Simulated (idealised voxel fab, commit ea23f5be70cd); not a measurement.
Process module under the name voxel self aligned vias
Cross-section cut: width 205 nm, square cells of 5 nm.
A cross-section is written here as square cells arranged in a grid, and it is given in bands from the top down, each band taking up one or more rows of cells.
Read a band's entry like this: the first values are the height of its top and the height of its bottom in nm, and what follows is the sequence of materials from left to right, each with its width in nm. Note that "empty" is empty space, and that a single material marked "all across" reaches across the band from edge to edge.
Heights from 0 (as-received wafer is one material below). Bottom band endless downward, as "0..down".
The width entry "30 to 40" should be interpreted row by row: the top row of cells in the band takes the first number, the bottom row takes the second number, and the change between adjacent rows is uniform throughout.
What does "stayed the same" mean for a step? It means no cell of the cross-section changed in that step.
Look at "Closed void catalog" for the closed voids: empty spaces with no open path to the top, sized 8 cells or up. Each is width x height at distance, distance from the left edge, all nm.
Note: text after step settings on the step line = simulator remark on that step.
A step's line can hold "overlay nm"; with a mask on that step, the setting says how far right of the planned place the mask lay, while a negative setting says it lay to the left.
[Process steps foreseen in the plan]
- 1: RECEIVE (material Si)
- 2: CONFORMAL_DEP (material SiO2; thk nm 10)
- 3: CONFORMAL_DEP (material SiCN; thk nm 5)
- 4: DIRECTIONAL_DEP (material lowk; thk nm 30)
- 5: PATTERN (tone open; mask id LINES; material resist; width nm 20; pitch nm 55; thk nm 15; overlay nm 0)
- 6: DIRECTIONAL_ETCH (etch materials lowk; depth nm 30)
- 7: STRIP (etch materials resist)
- 8: CONFORMAL_DEP (material TiN; thk nm 5)
- 9: FILL_DEP (material W; thk nm 5)
- 10: CMP (height nm 45)
- 11: SELECTIVE_ETCH (etch materials W Ru TiN; depth nm 10)
- 12: FILL_DEP (material SiN; thk nm 10)
- 13: CMP (height nm 45)
- 14: DIRECTIONAL_DEP (material lowk; thk nm 20)
- 15: DIRECTIONAL_DEP (material aC; thk nm 10)
- 16: PATTERN (tone open; mask id VIAS; material resist; width nm 30; pitch nm 55; thk nm 30; overlay nm -15)
- 17: DIRECTIONAL_ETCH (etch materials aC; depth nm 10)
- 18: STRIP (etch materials resist)
- 19: DIRECTIONAL_ETCH (etch materials lowk; depth nm 20)
- 20: DIRECTIONAL_ETCH (etch materials SiN; depth nm 10)
- 21: STRIP (etch materials aC)
- 22: CONFORMAL_DEP (material TiN; thk nm 5)
- 23: FILL_DEP (material Ru; thk nm 5)
- 24: CMP (height nm 65)
- 25: CONFORMAL_DEP (material SiCN; thk nm 5)
Split variable: overlay nm, step 16. Plan value = first wafer. Wafers start alike.
[Cross-section of the first of several wafers on receipt, reflecting completion of step 1]
    0..down | Si all across
    Closed void catalog: none
[Note: the following table is arranged by wafer, a row apiece. Each row reports the end-of-module state: per material, cells gained (+) or cells lost (-) compared with the wafer as received; closed voids follow]
overlay nm -15, +36 Ru, +82 SiCN, +12 SiN, +82 SiO2, +78 TiN, +18 W, +266 lowk, Closed void catalog: none
overlay nm -10, +42 Ru, +82 SiCN, +6 SiN, +82 SiO2, +78 TiN, +18 W, +266 lowk, Closed void catalog: none
overlay nm -5, +48 Ru, +82 SiCN, +82 SiO2, +78 TiN, +18 W, +266 lowk, Closed void catalog: none
overlay nm 0, +48 Ru, +82 SiCN, +82 SiO2, +78 TiN, +18 W, +266 lowk, Closed void catalog: none
overlay nm 5, +48 Ru, +82 SiCN, +82 SiO2, +78 TiN, +18 W, +266 lowk, Closed void catalog: none
overlay nm 10, +42 Ru, +82 SiCN, +6 SiN, +82 SiO2, +78 TiN, +18 W, +266 lowk, Closed void catalog: none
overlay nm 15, +36 Ru, +82 SiCN, +12 SiN, +82 SiO2, +78 TiN, +18 W, +266 lowk, Closed void catalog: none
